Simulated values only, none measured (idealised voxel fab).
This section sets out a process module, namely voxel spacer lines.
FYI the section here is cut, 300 nm wide, cells are 5 nm squares.
Square cells in a grid make up a cross-section in this document, and the grid is given as bands, listed from the top down, each one or more rows of cells. For a band, the entry starts with two heights in nm, that of the top and then that of the bottom, and carries on with the band's materials in order from left to right, each alongside its width in nm; the word "everywhere" beside a single material means it fills the band edge to edge, and "blank" means empty space. It should be noted that heights are counted from 0, beneath which the wafer as supplied is of one material throughout, and that the lowest band possesses no lower boundary but continues downward, as written in "0 -> down". A width given as "30->40" starts at the first number in the band's top row and ends at the second number in its bottom row, shifting by an equal amount at every step from row to row. You'll sometimes find "no modifications" written for a step, and that's the way of saying that nowhere in the cross-section did a cell change during that step. Heads up: "Fully enclosed voids" only lists the empty pockets with no open path to the top that are 8 cells or more, and it writes them as width x height at distance, distance from the left edge, in nm. It should be noted that, on the line of a given step, the content following the step's settings is a remark produced by the simulator itself with respect to that step. overlay nm: mask right of planned place by this much (step with mask). Neg. = left. If you're wondering how to read the rest of this, here's the deal. It's pairs of cross-sections: one from before a process step, one from after it. The after one is only drawn as far down as the lowest band that changed. Right under each pair you'll see which step sits between them and what its settings were. Don't read the pairs as one continuous story, though. They can come from different runs of this module on the same starting wafer, and a pair only carries on from the one above it where its entry headed "Structure before processing" says so.

Structure before processing:
> 0 -> down = Si everywhere
> Fully enclosed voids: none

Post-Process Section:
> 5 -> 0 = Al2O3 everywhere
> Note: structure below 0 unchanged.
> Fully enclosed voids: none
Going from the before section above to the after section, the step was CONFORMAL_DEP: material Al2O3, thk nm 5

Structure before processing: as in the pair right above, post-step view.

Post-Process Section:
> 15 -> 5 = W everywhere
> Note: structure below 5 unchanged.
> Fully enclosed voids: none
Going from the before section above to the after section, the step was DIRECTIONAL_DEP: material W, thk nm 10

Structure before processing: as in the pair right above, post-step view.

Post-Process Section:
> 35 -> 15 = aC everywhere
> Note: structure below 15 unchanged.
> Fully enclosed voids: none
Going from the before section above to the after section, the step was DIRECTIONAL_DEP: material aC, thk nm 20

Structure before processing: as in the pair right above, post-step view.

Post-Process Section:
> 65 -> 35 = 90 blank, 15 resist, 35 blank, 15 resist, 35 blank, 15 resist, 95 blank
> Note: structure below 35 unchanged.
> Fully enclosed voids: none
Going from the before section above to the after section, the step was PATTERN: tone cover, mask id MANDREL, material resist, width nm 15, pitch nm 50, thk nm 30, overlay nm 0

Structure before processing: as in the pair right above, post-step view.

Post-Process Section:
> 45 -> 35 = 90 blank, 15 resist, 35 blank, 15 resist, 35 blank, 15 resist, 95 blank
> 35 -> 15 = 90 blank, 15 aC, 35 blank, 15 aC, 35 blank, 15 aC, 95 blank
> Note: structure below 15 unchanged.
> Fully enclosed voids: none
Going from the before section above to the after section, the step was DIRECTIONAL_ETCH: etch materials aC, depth nm 20

Structure before processing: as in the pair right above, post-step view.

Post-Process Section:
> 35 -> 15 = 90 blank, 15 aC, 35 blank, 15 aC, 35 blank, 15 aC, 95 blank
> Note: structure below 15 unchanged.
> Fully enclosed voids: none
Going from the before section above to the after section, the step was STRIP: etch materials resist

Structure before processing: as in the pair right above, post-step view.

Post-Process Section:
> 45 -> 35 = 80 blank, 35 SiO2, 15 blank, 35 SiO2, 15 blank, 35 SiO2, 85 blank
> 35 -> 25 = 80 blank, 10 SiO2, 15 aC, 10 SiO2, 15 blank, 10 SiO2, 15 aC, 10 SiO2, 15 blank, 10 SiO2, 15 aC, 10 SiO2, 85 blank
> 25 -> 15 = 90 SiO2, 15 aC, 35 SiO2, 15 aC, 35 SiO2, 15 aC, 95 SiO2
> Note: structure below 15 unchanged.
> Fully enclosed voids: none
Going from the before section above to the after section, the step was CONFORMAL_DEP: material SiO2, thk nm 10

Structure before processing: as in the pair right above, post-step view.

Post-Process Section:
> 35 -> 15 = 80 blank, 10 SiO2, 15 aC, 10 SiO2, 15 blank, 10 SiO2, 15 aC, 10 SiO2, 15 blank, 10 SiO2, 15 aC, 10 SiO2, 85 blank
> Note: structure below 15 unchanged.
> Fully enclosed voids: none
Going from the before section above to the after section, the step was DIRECTIONAL_ETCH: etch materials SiO2, depth nm 10

Structure before processing: as in the pair right above, post-step view.

Post-Process Section:
> 35 -> 15 = 80 blank, 10 SiO2, 15 blank, 10 SiO2, 15 blank, 10 SiO2, 15 blank, 10 SiO2, 15 blank, 10 SiO2, 15 blank, 10 SiO2, 85 blank
> Note: structure below 15 unchanged.
> Fully enclosed voids: none
Going from the before section above to the after section, the step was STRIP: etch materials aC

Structure before processing: as in the pair right above, post-step view.

Post-Process Section:
> 35 -> 15 = 80 blank, 10 SiO2, 15 blank, 10 SiO2, 15 blank, 10 SiO2, 15 blank, 10 SiO2, 15 blank, 10 SiO2, 15 blank, 10 SiO2, 85 blank
> 15 -> 5 = 80 blank, 10 W, 15 blank, 10 W, 15 blank, 10 W, 15 blank, 10 W, 15 blank, 10 W, 15 blank, 10 W, 85 blank
> Note: structure below 5 unchanged.
> Fully enclosed voids: none
Going from the before section above to the after section, the step was DIRECTIONAL_ETCH: etch materials W, depth nm 10

Structure before processing: as in the pair right above, post-step view.

Post-Process Section:
> 15 -> 5 = 80 blank, 10 W, 15 blank, 10 W, 15 blank, 10 W, 15 blank, 10 W, 15 blank, 10 W, 15 blank, 10 W, 85 blank
> Note: structure below 5 unchanged.
> Fully enclosed voids: none
Going from the before section above to the after section, the step was STRIP: etch materials SiO2

Structure before processing: as in the pair right above, post-step view.

Post-Process Section:
> 20 -> 15 = SiO2 everywhere
> 15 -> 5 = 80 SiO2, 10 W, 15 SiO2, 10 W, 15 SiO2, 10 W, 15 SiO2, 10 W, 15 SiO2, 10 W, 15 SiO2, 10 W, 85 SiO2
> Note: structure below 5 unchanged.
> Fully enclosed voids: none
Going from the before section above to the after section, the step was FILL_DEP: material SiO2, thk nm 5

Structure before processing: as in the pair right above, post-step view.

Post-Process Section:
> 15 -> 5 = 80 SiO2, 10 W, 15 SiO2, 10 W, 15 SiO2, 10 W, 15 SiO2, 10 W, 15 SiO2, 10 W, 15 SiO2, 10 W, 85 SiO2
> Note: structure below 5 unchanged.
> Fully enclosed voids: none
Going from the before section above to the after section, the step was CMP: height nm 15

Structure before processing:
> 0 -> down = Si everywhere
> Fully enclosed voids: none

Post-Process Section:
> 10 -> 0 = W everywhere
> Note: structure below 0 unchanged.
> Fully enclosed voids: none
Going from the before section above to the after section, the step was DIRECTIONAL_DEP: material W, thk nm 10

Structure before processing: as in the pair right above, post-step view.

Post-Process Section:
> 30 -> 10 = aC everywhere
> Note: structure below 10 unchanged.
> Fully enclosed voids: none
Going from the before section above to the after section, the step was DIRECTIONAL_DEP: material aC, thk nm 20

Structure before processing: as in the pair right above, post-step view.

Post-Process Section:
> 60 -> 30 = 90 blank, 15 resist, 35 blank, 15 resist, 35 blank, 15 resist, 95 blank
> Note: structure below 30 unchanged.
> Fully enclosed voids: none
Going from the before section above to the after section, the step was PATTERN: tone cover, mask id MANDREL, material resist, width nm 15, pitch nm 50, thk nm 30, overlay nm 0

Structure before processing: as in the pair right above, post-step view.

Post-Process Section:
> 40 -> 30 = 90 blank, 15 resist, 35 blank, 15 resist, 35 blank, 15 resist, 95 blank
> 30 -> 10 = 90 blank, 15 aC, 35 blank, 15 aC, 35 blank, 15 aC, 95 blank
> Note: structure below 10 unchanged.
> Fully enclosed voids: none
Going from the before section above to the after section, the step was DIRECTIONAL_ETCH: etch materials aC, depth nm 20

Structure before processing: as in the pair right above, post-step view.

Post-Process Section:
> 30 -> 10 = 90 blank, 15 aC, 35 blank, 15 aC, 35 blank, 15 aC, 95 blank
> Note: structure below 10 unchanged.
> Fully enclosed voids: none
Going from the before section above to the after section, the step was STRIP: etch materials resist

Structure before processing: as in the pair right above, post-step view.

Post-Process Section:
> 40 -> 30 = 80 blank, 35 SiO2, 15 blank, 35 SiO2, 15 blank, 35 SiO2, 85 blank
> 30 -> 20 = 80 blank, 10 SiO2, 15 aC, 10 SiO2, 15 blank, 10 SiO2, 15 aC, 10 SiO2, 15 blank, 10 SiO2, 15 aC, 10 SiO2, 85 blank
> 20 -> 10 = 90 SiO2, 15 aC, 35 SiO2, 15 aC, 35 SiO2, 15 aC, 95 SiO2
> Note: structure below 10 unchanged.
> Fully enclosed voids: none
Going from the before section above to the after section, the step was CONFORMAL_DEP: material SiO2, thk nm 10

Structure before processing: as in the pair right above, post-step view.

Post-Process Section:
> 30 -> 10 = 80 blank, 10 SiO2, 15 aC, 10 SiO2, 15 blank, 10 SiO2, 15 aC, 10 SiO2, 15 blank, 10 SiO2, 15 aC, 10 SiO2, 85 blank
> Note: structure below 10 unchanged.
> Fully enclosed voids: none
Going from the before section above to the after section, the step was DIRECTIONAL_ETCH: etch materials SiO2, depth nm 10

Structure before processing: as in the pair right above, post-step view.

Post-Process Section:
> 30 -> 10 = 80 blank, 10 SiO2, 15 blank, 10 SiO2, 15 blank, 10 SiO2, 15 blank, 10 SiO2, 15 blank, 10 SiO2, 15 blank, 10 SiO2, 85 blank
> Note: structure below 10 unchanged.
> Fully enclosed voids: none
Going from the before section above to the after section, the step was STRIP: etch materials aC

Structure before processing: as in the pair right above, post-step view.

Post-Process Section:
> 30 -> 10 = 80 blank, 10 SiO2, 15 blank, 10 SiO2, 15 blank, 10 SiO2, 15 blank, 10 SiO2, 15 blank, 10 SiO2, 15 blank, 10 SiO2, 85 blank
> 10 -> 0 = 80 blank, 10 W, 15 blank, 10 W, 15 blank, 10 W, 15 blank, 10 W, 15 blank, 10 W, 15 blank, 10 W, 85 blank
> Note: structure below 0 unchanged.
> Fully enclosed voids: none
Going from the before section above to the after section, the step was DIRECTIONAL_ETCH: etch materials W, depth nm 10

Structure before processing: as in the pair right above, post-step view.

Post-Process Section:
> 10 -> 0 = 80 blank, 10 W, 15 blank, 10 W, 15 blank, 10 W, 15 blank, 10 W, 15 blank, 10 W, 15 blank, 10 W, 85 blank
> Note: structure below 0 unchanged.
> Fully enclosed voids: none
Going from the before section above to the after section, the step was STRIP: etch materials SiO2

Structure before processing: as in the pair right above, post-step view.

Post-Process Section:
> 15 -> 10 = SiO2 everywhere
> 10 -> 0 = 80 SiO2, 10 W, 15 SiO2, 10 W, 15 SiO2, 10 W, 15 SiO2, 10 W, 15 SiO2, 10 W, 15 SiO2, 10 W, 85 SiO2
> Note: structure below 0 unchanged.
> Fully enclosed voids: none
Going from the before section above to the after section, the step was FILL_DEP: material SiO2, thk nm 5

Structure before processing:
> 20 -> 15 = SiO2 everywhere
> 15 -> 5 = 80 SiO2, 10 W, 15 SiO2, 10 W, 15 SiO2, 10 W, 15 SiO2, 10 W, 15 SiO2, 10 W, 15 SiO2, 10 W, 85 SiO2
> 5 -> 0 = Al2O3 everywhere
> 0 -> down = Si everywhere
> Fully enclosed voids: none

Post-Process Section:
> 25 -> 15 = SiO2 everywhere
> Note: structure below 15 unchanged.
> Fully enclosed voids: none
Going from the before section above to the after section, the step was FILL_DEP: material SiO2, thk nm 5

Structure before processing: as in the pair right above, post-step view.

Post-Process Section:
> 15 -> 5 = 80 SiO2, 10 W, 15 SiO2, 10 W, 15 SiO2, 10 W, 15 SiO2, 10 W, 15 SiO2, 10 W, 15 SiO2, 10 W, 85 SiO2
> Note: structure below 5 unchanged.
> Fully enclosed voids: none
Going from the before section above to the after section, the step was CMP: height nm 15

Structure before processing:
> 10 -> 0 = W everywhere
> 0 -> down = Si everywhere
> Fully enclosed voids: none

Post-Process Section:
> 15 -> 10 = Al2O3 everywhere
> Note: structure below 10 unchanged.
> Fully enclosed voids: none
Going from the before section above to the after section, the step was CONFORMAL_DEP: material Al2O3, thk nm 5

Structure before processing: as in the pair right above, post-step view.

Post-Process Section:
> 35 -> 15 = aC everywhere
> Note: structure below 15 unchanged.
> Fully enclosed voids: none
Going from the before section above to the after section, the step was DIRECTIONAL_DEP: material aC, thk nm 20

Structure before processing: as in the pair right above, post-step view.

Post-Process Section:
> 65 -> 35 = 90 blank, 15 resist, 35 blank, 15 resist, 35 blank, 15 resist, 95 blank
> Note: structure below 35 unchanged.
> Fully enclosed voids: none
Going from the before section above to the after section, the step was PATTERN: tone cover, mask id MANDREL, material resist, width nm 15, pitch nm 50, thk nm 30, overlay nm 0

Structure before processing: as in the pair right above, post-step view.

Post-Process Section:
> 45 -> 35 = 90 blank, 15 resist, 35 blank, 15 resist, 35 blank, 15 resist, 95 blank
> 35 -> 15 = 90 blank, 15 aC, 35 blank, 15 aC, 35 blank, 15 aC, 95 blank
> Note: structure below 15 unchanged.
> Fully enclosed voids: none
Going from the before section above to the after section, the step was DIRECTIONAL_ETCH: etch materials aC, depth nm 20

Structure before processing: as in the pair right above, post-step view.

Post-Process Section:
> 35 -> 15 = 90 blank, 15 aC, 35 blank, 15 aC, 35 blank, 15 aC, 95 blank
> Note: structure below 15 unchanged.
> Fully enclosed voids: none
Going from the before section above to the after section, the step was STRIP: etch materials resist

Structure before processing: as in the pair right above, post-step view.

Post-Process Section:
> 45 -> 35 = 80 blank, 35 SiO2, 15 blank, 35 SiO2, 15 blank, 35 SiO2, 85 blank
> 35 -> 25 = 80 blank, 10 SiO2, 15 aC, 10 SiO2, 15 blank, 10 SiO2, 15 aC, 10 SiO2, 15 blank, 10 SiO2, 15 aC, 10 SiO2, 85 blank
> 25 -> 15 = 90 SiO2, 15 aC, 35 SiO2, 15 aC, 35 SiO2, 15 aC, 95 SiO2
> Note: structure below 15 unchanged.
> Fully enclosed voids: none
Going from the before section above to the after section, the step was CONFORMAL_DEP: material SiO2, thk nm 10

Structure before processing: as in the pair right above, post-step view.

Post-Process Section:
> 35 -> 15 = 80 blank, 10 SiO2, 15 aC, 10 SiO2, 15 blank, 10 SiO2, 15 aC, 10 SiO2, 15 blank, 10 SiO2, 15 aC, 10 SiO2, 85 blank
> Note: structure below 15 unchanged.
> Fully enclosed voids: none
Going from the before section above to the after section, the step was DIRECTIONAL_ETCH: etch materials SiO2, depth nm 10

Structure before processing: as in the pair right above, post-step view.

Post-Process Section:
> 35 -> 15 = 80 blank, 10 SiO2, 15 blank, 10 SiO2, 15 blank, 10 SiO2, 15 blank, 10 SiO2, 15 blank, 10 SiO2, 15 blank, 10 SiO2, 85 blank
> Note: structure below 15 unchanged.
> Fully enclosed voids: none
Going from the before section above to the after section, the step was STRIP: etch materials aC

Structure before processing: as in the pair right above, post-step view.

Post-Process Section:
> 15 -> 10 = Al2O3 everywhere
> Note: structure below 10 unchanged.
> Fully enclosed voids: none
Going from the before section above to the after section, the step was STRIP: etch materials SiO2

Structure before processing: as in the pair right above, post-step view.

Post-Process Section:
> 20 -> 15 = SiO2 everywhere
> Note: structure below 15 unchanged.
> Fully enclosed voids: none
Going from the before section above to the after section, the step was FILL_DEP: material SiO2, thk nm 5

Structure before processing: as in the pair right above, post-step view.

Post-Process Section:
> 15 -> 10 = Al2O3 everywhere
> Note: structure below 10 unchanged.
> Fully enclosed voids: none
Going from the before section above to the after section, the step was CMP: height nm 15

Structure before processing:
> 20 -> 15 = SiO2 everywhere
> 15 -> 5 = 80 SiO2, 10 W, 15 SiO2, 10 W, 15 SiO2, 10 W, 15 SiO2, 10 W, 15 SiO2, 10 W, 15 SiO2, 10 W, 85 SiO2
> 5 -> 0 = Al2O3 everywhere
> 0 -> down = Si everywhere
> Fully enclosed voids: none

Post-Process Section:
> 10 -> 5 = 80 SiO2, 10 W, 15 SiO2, 10 W, 15 SiO2, 10 W, 15 SiO2, 10 W, 15 SiO2, 10 W, 15 SiO2, 10 W, 85 SiO2
> Note: structure below 5 unchanged.
> Fully enclosed voids: none
Going from the before section above to the after section, the step was CMP: height nm 10

Structure before processing:
> 35 -> 15 = aC everywhere
> 15 -> 5 = W everywhere
> 5 -> 0 = Al2O3 everywhere
> 0 -> down = Si everywhere
> Fully enclosed voids: none

Post-Process Section:
> 65 -> 35 = 90 blank, 20 resist, 30 blank, 20 resist, 30 blank, 20 resist, 90 blank
> Note: structure below 35 unchanged.
> Fully enclosed voids: none
Going from the before section above to the after section, the step was PATTERN: tone cover, mask id MANDREL, material resist, width nm 20, pitch nm 50, thk nm 30, overlay nm 0

Structure before processing: as in the pair right above, post-step view.

Post-Process Section:
> 45 -> 35 = 90 blank, 20 resist, 30 blank, 20 resist, 30 blank, 20 resist, 90 blank
> 35 -> 15 = 90 blank, 20 aC, 30 blank, 20 aC, 30 blank, 20 aC, 90 blank
> Note: structure below 15 unchanged.
> Fully enclosed voids: none
Going from the before section above to the after section, the step was DIRECTIONAL_ETCH: etch materials aC, depth nm 20

Structure before processing: as in the pair right above, post-step view.

Post-Process Section:
> 35 -> 15 = 90 blank, 20 aC, 30 blank, 20 aC, 30 blank, 20 aC, 90 blank
> Note: structure below 15 unchanged.
> Fully enclosed voids: none
Going from the before section above to the after section, the step was STRIP: etch materials resist

Structure before processing: as in the pair right above, post-step view.

Post-Process Section:
> 45 -> 35 = 80 blank, 40 SiO2, 10 blank, 40 SiO2, 10 blank, 40 SiO2, 80 blank
> 35 -> 25 = 80 blank, 10 SiO2, 20 aC, 10 SiO2, 10 blank, 10 SiO2, 20 aC, 10 SiO2, 10 blank, 10 SiO2, 20 aC, 10 SiO2, 80 blank
> 25 -> 15 = 90 SiO2, 20 aC, 30 SiO2, 20 aC, 30 SiO2, 20 aC, 90 SiO2
> Note: structure below 15 unchanged.
> Fully enclosed voids: none
Going from the before section above to the after section, the step was CONFORMAL_DEP: material SiO2, thk nm 10

Structure before processing: as in the pair right above, post-step view.

Post-Process Section:
> 35 -> 15 = 80 blank, 10 SiO2, 20 aC, 10 SiO2, 10 blank, 10 SiO2, 20 aC, 10 SiO2, 10 blank, 10 SiO2, 20 aC, 10 SiO2, 80 blank
> Note: structure below 15 unchanged.
> Fully enclosed voids: none
Going from the before section above to the after section, the step was DIRECTIONAL_ETCH: etch materials SiO2, depth nm 10

Structure before processing: as in the pair right above, post-step view.

Post-Process Section:
> 35 -> 15 = 80 blank, 10 SiO2, 20 blank, 10 SiO2, 10 blank, 10 SiO2, 20 blank, 10 SiO2, 10 blank, 10 SiO2, 20 blank, 10 SiO2, 80 blank
> Note: structure below 15 unchanged.
> Fully enclosed voids: none
Going from the before section above to the after section, the step was STRIP: etch materials aC

Structure before processing: as in the pair right above, post-step view.

Post-Process Section:
> 35 -> 15 = 80 blank, 10 SiO2, 20 blank, 10 SiO2, 10 blank, 10 SiO2, 20 blank, 10 SiO2, 10 blank, 10 SiO2, 20 blank, 10 SiO2, 80 blank
> 15 -> 5 = 80 blank, 10 W, 20 blank, 10 W, 10 blank, 10 W, 20 blank, 10 W, 10 blank, 10 W, 20 blank, 10 W, 80 blank
> Note: structure below 5 unchanged.
> Fully enclosed voids: none
Going from the before section above to the after section, the step was DIRECTIONAL_ETCH: etch materials W, depth nm 10

Structure before processing: as in the pair right above, post-step view.

Post-Process Section:
> 15 -> 5 = 80 blank, 10 W, 20 blank, 10 W, 10 blank, 10 W, 20 blank, 10 W, 10 blank, 10 W, 20 blank, 10 W, 80 blank
> Note: structure below 5 unchanged.
> Fully enclosed voids: none
Going from the before section above to the after section, the step was STRIP: etch materials SiO2

Structure before processing: as in the pair right above, post-step view.

Post-Process Section:
> 20 -> 15 = SiO2 everywhere
> 15 -> 5 = 80 SiO2, 10 W, 20 SiO2, 10 W, 10 SiO2, 10 W, 20 SiO2, 10 W, 10 SiO2, 10 W, 20 SiO2, 10 W, 80 SiO2
> Note: structure below 5 unchanged.
> Fully enclosed voids: none
Going from the before section above to the after section, the step was FILL_DEP: material SiO2, thk nm 5

Structure before processing: as in the pair right above, post-step view.

Post-Process Section:
> 15 -> 5 = 80 SiO2, 10 W, 20 SiO2, 10 W, 10 SiO2, 10 W, 20 SiO2, 10 W, 10 SiO2, 10 W, 20 SiO2, 10 W, 80 SiO2
> Note: structure below 5 unchanged.
> Fully enclosed voids: none
Going from the before section above to the after section, the step was CMP: height nm 15

Structure before processing:
> 35 -> 15 = aC everywhere
> 15 -> 5 = W everywhere
> 5 -> 0 = Al2O3 everywhere
> 0 -> down = Si everywhere
> Fully enclosed voids: none

Post-Process Section:
> 65 -> 35 = 100 blank, 15 resist, 35 blank, 15 resist, 35 blank, 15 resist, 85 blank
> Note: structure below 35 unchanged.
> Fully enclosed voids: none
Going from the before section above to the after section, the step was PATTERN: tone cover, mask id MANDREL, material resist, width nm 15, pitch nm 50, thk nm 30, overlay nm 10

Structure before processing: as in the pair right above, post-step view.

Post-Process Section:
> 45 -> 35 = 100 blank, 15 resist, 35 blank, 15 resist, 35 blank, 15 resist, 85 blank
> 35 -> 15 = 100 blank, 15 aC, 35 blank, 15 aC, 35 blank, 15 aC, 85 blank
> Note: structure below 15 unchanged.
> Fully enclosed voids: none
Going from the before section above to the after section, the step was DIRECTIONAL_ETCH: etch materials aC, depth nm 20

Structure before processing: as in the pair right above, post-step view.

Post-Process Section:
> 35 -> 15 = 100 blank, 15 aC, 35 blank, 15 aC, 35 blank, 15 aC, 85 blank
> Note: structure below 15 unchanged.
> Fully enclosed voids: none
Going from the before section above to the after section, the step was STRIP: etch materials resist

Structure before processing: as in the pair right above, post-step view.

Post-Process Section:
> 45 -> 35 = 90 blank, 35 SiO2, 15 blank, 35 SiO2, 15 blank, 35 SiO2, 75 blank
> 35 -> 25 = 90 blank, 10 SiO2, 15 aC, 10 SiO2, 15 blank, 10 SiO2, 15 aC, 10 SiO2, 15 blank, 10 SiO2, 15 aC, 10 SiO2, 75 blank
> 25 -> 15 = 100 SiO2, 15 aC, 35 SiO2, 15 aC, 35 SiO2, 15 aC, 85 SiO2
> Note: structure below 15 unchanged.
> Fully enclosed voids: none
Going from the before section above to the after section, the step was CONFORMAL_DEP: material SiO2, thk nm 10

Structure before processing: as in the pair right above, post-step view.

Post-Process Section:
> 35 -> 15 = 90 blank, 10 SiO2, 15 aC, 10 SiO2, 15 blank, 10 SiO2, 15 aC, 10 SiO2, 15 blank, 10 SiO2, 15 aC, 10 SiO2, 75 blank
> Note: structure below 15 unchanged.
> Fully enclosed voids: none
Going from the before section above to the after section, the step was DIRECTIONAL_ETCH: etch materials SiO2, depth nm 10

Structure before processing: as in the pair right above, post-step view.

Post-Process Section:
> 35 -> 15 = 90 blank, 10 SiO2, 15 blank, 10 SiO2, 15 blank, 10 SiO2, 15 blank, 10 SiO2, 15 blank, 10 SiO2, 15 blank, 10 SiO2, 75 blank
> Note: structure below 15 unchanged.
> Fully enclosed voids: none
Going from the before section above to the after section, the step was STRIP: etch materials aC

Structure before processing: as in the pair right above, post-step view.

Post-Process Section:
> 35 -> 15 = 90 blank, 10 SiO2, 15 blank, 10 SiO2, 15 blank, 10 SiO2, 15 blank, 10 SiO2, 15 blank, 10 SiO2, 15 blank, 10 SiO2, 75 blank
> 15 -> 5 = 90 blank, 10 W, 15 blank, 10 W, 15 blank, 10 W, 15 blank, 10 W, 15 blank, 10 W, 15 blank, 10 W, 75 blank
> Note: structure below 5 unchanged.
> Fully enclosed voids: none
Going from the before section above to the after section, the step was DIRECTIONAL_ETCH: etch materials W, depth nm 10

Structure before processing: as in the pair right above, post-step view.

Post-Process Section:
> 15 -> 5 = 90 blank, 10 W, 15 blank, 10 W, 15 blank, 10 W, 15 blank, 10 W, 15 blank, 10 W, 15 blank, 10 W, 75 blank
> Note: structure below 5 unchanged.
> Fully enclosed voids: none
Going from the before section above to the after section, the step was STRIP: etch materials SiO2

Structure before processing: as in the pair right above, post-step view.

Post-Process Section:
> 20 -> 15 = SiO2 everywhere
> 15 -> 5 = 90 SiO2, 10 W, 15 SiO2, 10 W, 15 SiO2, 10 W, 15 SiO2, 10 W, 15 SiO2, 10 W, 15 SiO2, 10 W, 75 SiO2
> Note: structure below 5 unchanged.
> Fully enclosed voids: none
Going from the before section above to the after section, the step was FILL_DEP: material SiO2, thk nm 5

Structure before processing: as in the pair right above, post-step view.

Post-Process Section:
> 15 -> 5 = 90 SiO2, 10 W, 15 SiO2, 10 W, 15 SiO2, 10 W, 15 SiO2, 10 W, 15 SiO2, 10 W, 15 SiO2, 10 W, 75 SiO2
> Note: structure below 5 unchanged.
> Fully enclosed voids: none
Going from the before section above to the after section, the step was CMP: height nm 15

Structure before processing:
> 15 -> 5 = 80 blank, 10 W, 15 blank, 10 W, 15 blank, 10 W, 15 blank, 10 W, 15 blank, 10 W, 15 blank, 10 W, 85 blank
> 5 -> 0 = Al2O3 everywhere
> 0 -> down = Si everywhere
> Fully enclosed voids: none

Post-Process Section:
> 20 -> 15 = aC everywhere
> 15 -> 5 = 80 aC, 10 W, 15 aC, 10 W, 15 aC, 10 W, 15 aC, 10 W, 15 aC, 10 W, 15 aC, 10 W, 85 aC
> Note: structure below 5 unchanged.
> Fully enclosed voids: none
Going from the before section above to the after section, the step was FILL_DEP: material aC, thk nm 5

Structure before processing: as in the pair right above, post-step view.

Post-Process Section:
> 15 -> 5 = 80 aC, 10 W, 15 aC, 10 W, 15 aC, 10 W, 15 aC, 10 W, 15 aC, 10 W, 15 aC, 10 W, 85 aC
> Note: structure below 5 unchanged.
> Fully enclosed voids: none
Going from the before section above to the after section, the step was CMP: height nm 15
